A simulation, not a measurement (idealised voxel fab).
process module | voxel capacitor over wiring
cross-section cut | 200 nm wide | cells 5 nm
A cross-section is a grid of square cells, given in bands from the top down. A band is one or more rows of cells.
Each band's line starts with the height of the band's top and of its bottom, in nm. Then come its materials from left to right, each with its width in nm. One material with "throughout" fills the band from edge to edge. "air" is empty space.
Height 0 is the level under which the wafer as received is all one material. The lowest band goes on downwards, as in "0 down".
A width such as "30 to 40" changes by the same amount from each row of cells to the next, from the band's top row to its bottom row.
"no change" after a step means that no cell of the cross-section changed.
closed voids: empty space of 8 cells or more with no open way to the top, each as width x height at its distance from the left edge, in nm
after a step's settings: what the simulator itself notes on the step
overlay nm, on a step with a mask: how far to the right of its planned place the mask lay; to the left if negative
plan
1 op RECEIVE | material Si
2 op CONFORMAL_DEP | material SiO2 | thk nm 10
3 op DIRECTIONAL_DEP | material TiN | thk nm 5
4 op DIRECTIONAL_DEP | material W | thk nm 15
5 op MASKED_ETCH | tone cover | mask id METAL_1 | width nm 30 | pitch nm 90 | etch materials W | depth nm 15 | overlay nm 0
6 op MASKED_ETCH | tone cover | mask id METAL_1 | width nm 30 | pitch nm 90 | etch materials TiN | depth nm 5 | overlay nm 0
7 op CONFORMAL_DEP | material SiCN | thk nm 5
8 op FILL_DEP | material lowk | thk nm 10
9 op CMP | height nm 30
10 op CONFORMAL_DEP | material SiCN | thk nm 5
11 op DIRECTIONAL_DEP | material lowk | thk nm 10
12 op PATTERN | tone open | mask id PLUG_1 | material resist | width nm 15 | thk nm 15 | overlay nm 0
13 op DIRECTIONAL_ETCH | etch materials lowk | depth nm 10
14 op DIRECTIONAL_ETCH | etch materials SiCN | depth nm 5
15 op STRIP | etch materials resist
16 op EPI | material Ru | thk nm 10
17 op EPI | material Ru | thk nm 5
18 op DIRECTIONAL_DEP | material TiN | thk nm 5
19 op DIRECTIONAL_DEP | material HfO2 | thk nm 5
20 op DIRECTIONAL_DEP | material TiN | thk nm 10
21 op DIRECTIONAL_DEP | material aC | thk nm 10
22 op PATTERN | tone cover | mask id UPPER_PLATE | material resist | width nm 65 | thk nm 25 | overlay nm 0
23 op DIRECTIONAL_ETCH | etch materials aC | depth nm 10
24 op STRIP | etch materials resist
25 op DIRECTIONAL_ETCH | etch materials TiN | depth nm 10
26 op DIRECTIONAL_ETCH | etch materials HfO2 | depth nm 5
27 op STRIP | etch materials aC
28 op PATTERN | tone cover | mask id LOWER_PLATE | material resist | width nm 75 | thk nm 20 | overlay nm 0
29 op DIRECTIONAL_ETCH | etch materials TiN | depth nm 5
30 op STRIP | etch materials resist
31 op FILL_DEP | material SiO2 | thk nm 20
32 op CMP | height nm 80
33 op DIRECTIONAL_DEP | material aC | thk nm 10
34 op PATTERN | tone open | mask id PLUG_2 | material resist | width nm 15 | thk nm 30 | overlay nm 0
35 op DIRECTIONAL_ETCH | etch materials aC | depth nm 10
36 op STRIP | etch materials resist
37 op DIRECTIONAL_ETCH | etch materials SiO2 | depth nm 15
38 op STRIP | etch materials aC
39 op CONFORMAL_DEP | material TiN | thk nm 5
40 op FILL_DEP | material Cu | thk nm 5
41 op CMP | height nm 80
42 op CONFORMAL_DEP | material SiCN | thk nm 5
as received, after step 1
  0 down: Si throughout
  closed voids: none
first wafer at the end, as planned
  85 to 80: SiCN throughout
  80 to 70: SiO2 65 | TiN 5 | Cu 5 | TiN 5 | SiO2 120
  70 to 65: SiO2 65 | TiN 15 | SiO2 120
  65 to 55: SiO2 55 | TiN 65 | SiO2 80
  55 to 50: SiO2 55 | HfO2 65 | SiO2 80
  50 to 45: SiO2 50 | TiN 75 | SiO2 75
  45 to 35: lowk 55 | Ru 15 | lowk 130
  35 to 30: SiCN 55 | Ru 15 | SiCN 130
  30 to 15: lowk 35 | SiCN 5 | W 30 | SiCN 5 | lowk 50 | SiCN 5 | W 30 | SiCN 5 | lowk 35
  15 to 10: SiCN 40 | TiN 30 | SiCN 60 | TiN 30 | SiCN 40
  10 to 0: SiO2 throughout
  0 down: Si throughout
  closed voids: none
second wafer at the end: like start, like plan, one mistake
  85 to 80: SiCN throughout
  80 to 70: SiO2 65 | TiN 5 | Cu 5 | TiN 5 | SiO2 120
  70 to 65: SiO2 65 | TiN 15 | SiO2 120
  65 to 55: SiO2 55 | TiN 65 | SiO2 80
  55 to 50: SiO2 55 | HfO2 65 | SiO2 80
  50 to 45: SiO2 55 | TiN 70 | SiO2 75
  45 to 35: lowk 55 | Ru 15 | lowk 130
  35 to 30: SiCN 55 | Ru 15 | SiCN 130
  30 to 15: lowk 35 | SiCN 5 | W 30 | SiCN 5 | lowk 50 | SiCN 5 | W 30 | SiCN 5 | lowk 35
  15 to 10: SiCN 40 | TiN 30 | SiCN 60 | TiN 30 | SiCN 40
  10 to 0: SiO2 throughout
  0 down: Si throughout
  closed voids: none
what went wrong: step 28 ran as: op PATTERN | tone cover | mask id LOWER_PLATE | material resist | width nm 70 | thk nm 20 | overlay nm 0
at the end the second wafer has, in cells: 1 more of SiO2 | 1 fewer of TiN
